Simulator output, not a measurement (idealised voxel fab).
The process module that follows is named voxel self aligned vias.
Section cut is 210 nm wide and gridded with 5 nm square cells.
Cross-section = grid of square cells, listed top down in bands; band = one or more rows.
Quick guide to a band line: top height, bottom height (nm) up front; then every material left to right with its width in nm. Only one material and it's marked "full width"? Then it fills the band edge to edge. And "air" just means empty space.
Basically, 0 is our baseline, since under it the wafer straight out of the box is all one material. The bottom band has no lower end and keeps on going down, so it looks like "0 down".
Graded width ("30 to 40"): value in top row of band = first number; value in bottom row = second number; row-to-row change constant.
"stayed the same", as given for a step, is the statement that not any cell of the cross-section underwent a change during that step.
Empty spaces counting at least 8 cells and having no open way to the top are listed in "Closed void table". The notation width x height at distance is used for each, the distance being from the left edge and all three values in nm.
If you see something after the settings on a step's line, that's the simulator's own remark about that step.
The setting "overlay nm" may be written on the line of a step. When the step uses a mask, the value reports how far to the right of the planned place the mask lay, and a negative value reports that it lay to the left.
## Here's what the planned process steps look like
- 1: op RECEIVE | material Si
- 2: op CONFORMAL_DEP | material SiO2 | thk nm 10
- 3: op CONFORMAL_DEP | material SiCN | thk nm 5
- 4: op DIRECTIONAL_DEP | material SiO2 | thk nm 25
- 5: op DIRECTIONAL_DEP | material aC | thk nm 15
- 6: op PATTERN | tone open | mask id LINES | material resist | width nm 20 | pitch nm 65 | thk nm 30 | overlay nm 0
- 7: op DIRECTIONAL_ETCH | etch materials aC | depth nm 15
- 8: op STRIP | etch materials resist
- 9: op DIRECTIONAL_ETCH | etch materials SiO2 | depth nm 25
- 10: op STRIP | etch materials aC
- 11: op CONFORMAL_DEP | material TiN | thk nm 5
- 12: op FILL_DEP | material Ru | thk nm 10
- 13: op CMP | height nm 40
- 14: op SELECTIVE_ETCH | etch materials W Ru TiN | depth nm 10
- 15: op FILL_DEP | material SiN | thk nm 5
- 16: op CMP | height nm 40
- 17: op DIRECTIONAL_DEP | material SiO2 | thk nm 20
- 18: op MASKED_ETCH | tone open | mask id VIAS | width nm 40 | pitch nm 130 | etch materials SiO2 | depth nm 20 | overlay nm 0
- 19: op MASKED_ETCH | tone open | mask id VIAS | width nm 40 | pitch nm 130 | etch materials SiN | depth nm 10 | overlay nm 0
- 20: op CONFORMAL_DEP | material TiN | thk nm 5
- 21: op FILL_DEP | material Cu | thk nm 10
- 22: op CMP | height nm 60
- 23: op CONFORMAL_DEP | material SiCN | thk nm 5
## What follows covers the first of two wafers; it ran as planned
## Wafer at receipt (post step 1), cross-section
* 0 down  Si full width
* Closed void table: none
## after step 2
* 10 to 0  SiO2 full width
* Everything under 0 stays put, no change at all.
## after step 3
* 15 to 10  SiCN full width
* Everything under 10 stays put, no change at all.
## after step 4
* 40 to 15  SiO2 full width
* Everything under 15 stays put, no change at all.
## after step 5
* 55 to 40  aC full width
* Everything under 40 stays put, no change at all.
## after step 6
* 85 to 55  30 nm resist, 20 nm air, 45 nm resist, 20 nm air, 45 nm resist, 20 nm air, 30 nm resist
* Everything under 55 stays put, no change at all.
## after step 7
* 70 to 55  30 nm resist, 20 nm air, 45 nm resist, 20 nm air, 45 nm resist, 20 nm air, 30 nm resist
* 55 to 40  30 nm aC, 20 nm air, 45 nm aC, 20 nm air, 45 nm aC, 20 nm air, 30 nm aC
* Everything under 40 stays put, no change at all.
## after step 8
* 55 to 40  30 nm aC, 20 nm air, 45 nm aC, 20 nm air, 45 nm aC, 20 nm air, 30 nm aC
* Everything under 40 stays put, no change at all.
## after step 9
* 55 to 40  30 nm aC, 20 nm air, 45 nm aC, 20 nm air, 45 nm aC, 20 nm air, 30 nm aC
* 40 to 15  30 nm SiO2, 20 nm air, 45 nm SiO2, 20 nm air, 45 nm SiO2, 20 nm air, 30 nm SiO2
* Everything under 15 stays put, no change at all.
## after step 10
* 40 to 15  30 nm SiO2, 20 nm air, 45 nm SiO2, 20 nm air, 45 nm SiO2, 20 nm air, 30 nm SiO2
* Everything under 15 stays put, no change at all.
## after step 11
* 45 to 40  35 nm TiN, 10 nm air, 55 nm TiN, 10 nm air, 55 nm TiN, 10 nm air, 35 nm TiN
* 40 to 20  30 nm SiO2, 5 nm TiN, 10 nm air, 5 nm TiN, 45 nm SiO2, 5 nm TiN, 10 nm air, 5 nm TiN, 45 nm SiO2, 5 nm TiN, 10 nm air, 5 nm TiN, 30 nm SiO2
* 20 to 15  30 nm SiO2, 20 nm TiN, 45 nm SiO2, 20 nm TiN, 45 nm SiO2, 20 nm TiN, 30 nm SiO2
* Everything under 15 stays put, no change at all.
## after step 12
* 55 to 45  Ru full width
* 45 to 40  35 nm TiN, 10 nm Ru, 55 nm TiN, 10 nm Ru, 55 nm TiN, 10 nm Ru, 35 nm TiN
* 40 to 20  30 nm SiO2, 5 nm TiN, 10 nm Ru, 5 nm TiN, 45 nm SiO2, 5 nm TiN, 10 nm Ru, 5 nm TiN, 45 nm SiO2, 5 nm TiN, 10 nm Ru, 5 nm TiN, 30 nm SiO2
* Everything under 20 stays put, no change at all.
## after step 13
* 40 to 20  30 nm SiO2, 5 nm TiN, 10 nm Ru, 5 nm TiN, 45 nm SiO2, 5 nm TiN, 10 nm Ru, 5 nm TiN, 45 nm SiO2, 5 nm TiN, 10 nm Ru, 5 nm TiN, 30 nm SiO2
* Everything under 20 stays put, no change at all.
## after step 14
* 40 to 30  30 nm SiO2, 20 nm air, 45 nm SiO2, 20 nm air, 45 nm SiO2, 20 nm air, 30 nm SiO2
* Everything under 30 stays put, no change at all.
## after step 15
* 45 to 40  SiN full width
* 40 to 30  30 nm SiO2, 20 nm SiN, 45 nm SiO2, 20 nm SiN, 45 nm SiO2, 20 nm SiN, 30 nm SiO2
* Everything under 30 stays put, no change at all.
## after step 16
* 40 to 30  30 nm SiO2, 20 nm SiN, 45 nm SiO2, 20 nm SiN, 45 nm SiO2, 20 nm SiN, 30 nm SiO2
* Everything under 30 stays put, no change at all.
## after step 17
* 60 to 40  SiO2 full width
* Everything under 40 stays put, no change at all.
## after step 18
* 60 to 40  20 nm SiO2, 40 nm air, 90 nm SiO2, 40 nm air, 20 nm SiO2
* Everything under 40 stays put, no change at all.
## after step 19
* 60 to 40  20 nm SiO2, 40 nm air, 90 nm SiO2, 40 nm air, 20 nm SiO2
* 40 to 30  30 nm SiO2, 20 nm air, 45 nm SiO2, 20 nm SiN, 45 nm SiO2, 20 nm air, 30 nm SiO2
* Everything under 30 stays put, no change at all.
## after step 20
* 65 to 60  25 nm TiN, 30 nm air, 100 nm TiN, 30 nm air, 25 nm TiN
* 60 to 45  20 nm SiO2, 5 nm TiN, 30 nm air, 5 nm TiN, 90 nm SiO2, 5 nm TiN, 30 nm air, 5 nm TiN, 20 nm SiO2
* 45 to 40  20 nm SiO2, 15 nm TiN, 10 nm air, 15 nm TiN, 90 nm SiO2, 15 nm TiN, 10 nm air, 15 nm TiN, 20 nm SiO2
* 40 to 35  30 nm SiO2, 5 nm TiN, 10 nm air, 5 nm TiN, 45 nm SiO2, 20 nm SiN, 45 nm SiO2, 5 nm TiN, 10 nm air, 5 nm TiN, 30 nm SiO2
* 35 to 30  30 nm SiO2, 20 nm TiN, 45 nm SiO2, 20 nm SiN, 45 nm SiO2, 20 nm TiN, 30 nm SiO2
* Everything under 30 stays put, no change at all.
## after step 21
* 75 to 65  Cu full width
* 65 to 60  25 nm TiN, 30 nm Cu, 100 nm TiN, 30 nm Cu, 25 nm TiN
* 60 to 45  20 nm SiO2, 5 nm TiN, 30 nm Cu, 5 nm TiN, 90 nm SiO2, 5 nm TiN, 30 nm Cu, 5 nm TiN, 20 nm SiO2
* 45 to 40  20 nm SiO2, 15 nm TiN, 10 nm Cu, 15 nm TiN, 90 nm SiO2, 15 nm TiN, 10 nm Cu, 15 nm TiN, 20 nm SiO2
* 40 to 35  30 nm SiO2, 5 nm TiN, 10 nm Cu, 5 nm TiN, 45 nm SiO2, 20 nm SiN, 45 nm SiO2, 5 nm TiN, 10 nm Cu, 5 nm TiN, 30 nm SiO2
* Everything under 35 stays put, no change at all.
## after step 22
* 60 to 45  20 nm SiO2, 5 nm TiN, 30 nm Cu, 5 nm TiN, 90 nm SiO2, 5 nm TiN, 30 nm Cu, 5 nm TiN, 20 nm SiO2
* Everything under 45 stays put, no change at all.
## after step 23
* 65 to 60  SiCN full width
* Everything under 60 stays put, no change at all.
## Now the other wafer: same start, same recipe, but we messed up one thing when running it. Up to and including step 5 it's the same as the first one
## Cross-section of the second wafer at the time step 6 of the plan should have ended
* 85 to 55  35 nm resist, 15 nm air, 50 nm resist, 15 nm air, 50 nm resist, 15 nm air, 30 nm resist
* Everything under 55 stays put, no change at all.
## Cross-section of the second wafer at the time step 7 of the plan should have ended
* 70 to 55  35 nm resist, 15 nm air, 50 nm resist, 15 nm air, 50 nm resist, 15 nm air, 30 nm resist
* 55 to 40  35 nm aC, 15 nm air, 50 nm aC, 15 nm air, 50 nm aC, 15 nm air, 30 nm aC
* Everything under 40 stays put, no change at all.
## Cross-section of the second wafer at the time step 8 of the plan should have ended
* 55 to 40  35 nm aC, 15 nm air, 50 nm aC, 15 nm air, 50 nm aC, 15 nm air, 30 nm aC
* Everything under 40 stays put, no change at all.
## Cross-section of the second wafer at the time step 9 of the plan should have ended
* 55 to 40  35 nm aC, 15 nm air, 50 nm aC, 15 nm air, 50 nm aC, 15 nm air, 30 nm aC
* 40 to 15  35 nm SiO2, 15 nm air, 50 nm SiO2, 15 nm air, 50 nm SiO2, 15 nm air, 30 nm SiO2
* Everything under 15 stays put, no change at all.
## Cross-section of the second wafer at the time step 10 of the plan should have ended
* 40 to 15  35 nm SiO2, 15 nm air, 50 nm SiO2, 15 nm air, 50 nm SiO2, 15 nm air, 30 nm SiO2
* Everything under 15 stays put, no change at all.
## Cross-section of the second wafer at the time step 11 of the plan should have ended
* 45 to 40  40 nm TiN, 5 nm air, 60 nm TiN, 5 nm air, 60 nm TiN, 5 nm air, 35 nm TiN
* 40 to 20  35 nm SiO2, 5 nm TiN, 5 nm air, 5 nm TiN, 50 nm SiO2, 5 nm TiN, 5 nm air, 5 nm TiN, 50 nm SiO2, 5 nm TiN, 5 nm air, 5 nm TiN, 30 nm SiO2
* 20 to 15  35 nm SiO2, 15 nm TiN, 50 nm SiO2, 15 nm TiN, 50 nm SiO2, 15 nm TiN, 30 nm SiO2
* Everything under 15 stays put, no change at all.
## Cross-section of the second wafer at the time step 12 of the plan should have ended
* 55 to 45  Ru full width
* 45 to 40  40 nm TiN, 5 nm Ru, 60 nm TiN, 5 nm Ru, 60 nm TiN, 5 nm Ru, 35 nm TiN
* 40 to 20  35 nm SiO2, 5 nm TiN, 5 nm Ru, 5 nm TiN, 50 nm SiO2, 5 nm TiN, 5 nm Ru, 5 nm TiN, 50 nm SiO2, 5 nm TiN, 5 nm Ru, 5 nm TiN, 30 nm SiO2
* Everything under 20 stays put, no change at all.
## Cross-section of the second wafer at the time step 13 of the plan should have ended
* 40 to 20  35 nm SiO2, 5 nm TiN, 5 nm Ru, 5 nm TiN, 50 nm SiO2, 5 nm TiN, 5 nm Ru, 5 nm TiN, 50 nm SiO2, 5 nm TiN, 5 nm Ru, 5 nm TiN, 30 nm SiO2
* Everything under 20 stays put, no change at all.
## Cross-section of the second wafer at the time step 14 of the plan should have ended
* 40 to 30  35 nm SiO2, 15 nm air, 50 nm SiO2, 15 nm air, 50 nm SiO2, 15 nm air, 30 nm SiO2
* Everything under 30 stays put, no change at all.
## Cross-section of the second wafer at the time step 15 of the plan should have ended
* 45 to 40  SiN full width
* 40 to 30  35 nm SiO2, 15 nm SiN, 50 nm SiO2, 15 nm SiN, 50 nm SiO2, 15 nm SiN, 30 nm SiO2
* Everything under 30 stays put, no change at all.
## Cross-section of the second wafer at the time step 16 of the plan should have ended
* 40 to 30  35 nm SiO2, 15 nm SiN, 50 nm SiO2, 15 nm SiN, 50 nm SiO2, 15 nm SiN, 30 nm SiO2
* Everything under 30 stays put, no change at all.
## Cross-section of the second wafer at the time step 17 of the plan should have ended
* 60 to 40  SiO2 full width
* Everything under 40 stays put, no change at all.
## Cross-section of the second wafer at the time step 18 of the plan should have ended
* 60 to 40  20 nm SiO2, 40 nm air, 90 nm SiO2, 40 nm air, 20 nm SiO2
* Everything under 40 stays put, no change at all.
## Cross-section of the second wafer at the time step 19 of the plan should have ended
* 60 to 40  20 nm SiO2, 40 nm air, 90 nm SiO2, 40 nm air, 20 nm SiO2
* 40 to 30  35 nm SiO2, 15 nm air, 50 nm SiO2, 15 nm SiN, 50 nm SiO2, 15 nm air, 30 nm SiO2
* Everything under 30 stays put, no change at all.
## Cross-section of the second wafer at the time step 20 of the plan should have ended
* 65 to 60  25 nm TiN, 30 nm air, 100 nm TiN, 30 nm air, 25 nm TiN
* 60 to 45  20 nm SiO2, 5 nm TiN, 30 nm air, 5 nm TiN, 90 nm SiO2, 5 nm TiN, 30 nm air, 5 nm TiN, 20 nm SiO2
* 45 to 40  20 nm SiO2, 20 nm TiN, 5 nm air, 15 nm TiN, 90 nm SiO2, 20 nm TiN, 5 nm air, 15 nm TiN, 20 nm SiO2
* 40 to 35  35 nm SiO2, 5 nm TiN, 5 nm air, 5 nm TiN, 50 nm SiO2, 15 nm SiN, 50 nm SiO2, 5 nm TiN, 5 nm air, 5 nm TiN, 30 nm SiO2
* 35 to 30  35 nm SiO2, 15 nm TiN, 50 nm SiO2, 15 nm SiN, 50 nm SiO2, 15 nm TiN, 30 nm SiO2
* Everything under 30 stays put, no change at all.
## Cross-section of the second wafer at the time step 21 of the plan should have ended
* 75 to 65  Cu full width
* 65 to 60  25 nm TiN, 30 nm Cu, 100 nm TiN, 30 nm Cu, 25 nm TiN
* 60 to 45  20 nm SiO2, 5 nm TiN, 30 nm Cu, 5 nm TiN, 90 nm SiO2, 5 nm TiN, 30 nm Cu, 5 nm TiN, 20 nm SiO2
* 45 to 40  20 nm SiO2, 20 nm TiN, 5 nm Cu, 15 nm TiN, 90 nm SiO2, 20 nm TiN, 5 nm Cu, 15 nm TiN, 20 nm SiO2
* 40 to 35  35 nm SiO2, 5 nm TiN, 5 nm Cu, 5 nm TiN, 50 nm SiO2, 15 nm SiN, 50 nm SiO2, 5 nm TiN, 5 nm Cu, 5 nm TiN, 30 nm SiO2
* Everything under 35 stays put, no change at all.
## Cross-section of the second wafer at the time step 22 of the plan should have ended
* 60 to 45  20 nm SiO2, 5 nm TiN, 30 nm Cu, 5 nm TiN, 90 nm SiO2, 5 nm TiN, 30 nm Cu, 5 nm TiN, 20 nm SiO2
* Everything under 45 stays put, no change at all.
## Cross-section of the second wafer at the time step 23 of the plan should have ended
* 65 to 60  SiCN full width
* Everything under 60 stays put, no change at all.
Misprocessing identified: step 6 was processed under conditions differing from the plan, specifically as op PATTERN | tone open | mask id LINES | material resist | width nm 15 | pitch nm 65 | thk nm 30 | overlay nm 0
Materials where the second wafer ends with more or fewer cells than the first: -4 Cu; -6 Ru; -2 SiN; +15 SiO2; -3 TiN
